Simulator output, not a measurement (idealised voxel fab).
The following process module bears the name voxel ribs on slabs.
The cross-section on display is named cut; it measures 270 nm wide, and its cells are 5 nm squares.
Cross-section, as written here: a square-cell grid given band by band from the top down, where a band holds one or more rows of cells.
Band: top and bottom heights (nm) first, top before bottom; then materials from left to right, widths in nm. "all across" marks a sole material filling the band edge to edge. "air" denotes empty space.
Height 0 is the level under which the wafer as received is all one material. The lowest band goes on downwards, as in "top 0, no bottom".
Read "30..40" as a graded width: first number on top, second number at the bottom, same change between each pair of neighbouring rows.
"everything unchanged" for a step: no cell of the cross-section changed in that step.
Enclosed voids (no open way to top), threshold 8 cells or more, entry "Closed-off voids", notation width x height at distance, distance from left edge, nm.
Step line, after settings: the simulator's comment on this step.
What "overlay nm" on a step's line means: if the step has a mask, that mask lay this far to the right of its planned place, or, when the value is negative, to the left.

THE PROCESS STEPS THAT WERE PLANNED ARE LISTED BELOW
1 RECEIVE (material Si)
2 DIRECTIONAL_DEP (material SiO2; thk nm 30)
3 DIRECTIONAL_DEP (material polySi; thk nm 15)
4 MASKED_ETCH (tone cover; mask id RIB; width nm 30; etch materials polySi; depth nm 10; overlay nm -15)
5 MASKED_ETCH (tone cover; mask id SLAB; width nm 60; etch materials polySi; depth nm 5; overlay nm 0)
6 FILL_DEP (material SiO2; thk nm 25)
7 CMP (height nm 60)
8 DIRECTIONAL_DEP (material W; thk nm 10)
9 PATTERN (tone cover; mask id HEATER; material resist; width nm 40; thk nm 20; overlay nm 0)
10 DIRECTIONAL_ETCH (etch materials W; depth nm 10)
11 STRIP (etch materials resist)
12 CONFORMAL_DEP (material SiN; thk nm 5)
The overlay nm used in step 4 is not the same on every wafer, whereas the starting condition is; the value printed in the plan is the first wafer's.

CROSS-SECTION OF THE FIRST OF SEVERAL WAFERS AS RECEIVED (AFTER STEP 1)
    top 0, no bottom  Si all across
    Closed-off voids: none

EACH ROW BELOW IS A WAFER AT THE END OF THE MODULE, LISTING FOR EVERY MATERIAL THE NUMBER OF CELLS IT HAS GAINED (+) OR LOST (-) SINCE IT WAS RECEIVED, FOLLOWED BY ITS CLOSED VOIDS
overlay nm -15, +58 SiN, +624 SiO2, +16 W, +24 polySi, Closed-off voids: none
overlay nm -10, +58 SiN, +624 SiO2, +16 W, +24 polySi, Closed-off voids: none
overlay nm -5, +58 SiN, +624 SiO2, +16 W, +24 polySi, Closed-off voids: none
overlay nm 0, +58 SiN, +624 SiO2, +16 W, +24 polySi, Closed-off voids: none
overlay nm 5, +58 SiN, +624 SiO2, +16 W, +24 polySi, Closed-off voids: none
overlay nm 10, +58 SiN, +624 SiO2, +16 W, +24 polySi, Closed-off voids: none
overlay nm 15, +58 SiN, +624 SiO2, +16 W, +24 polySi, Closed-off voids: none
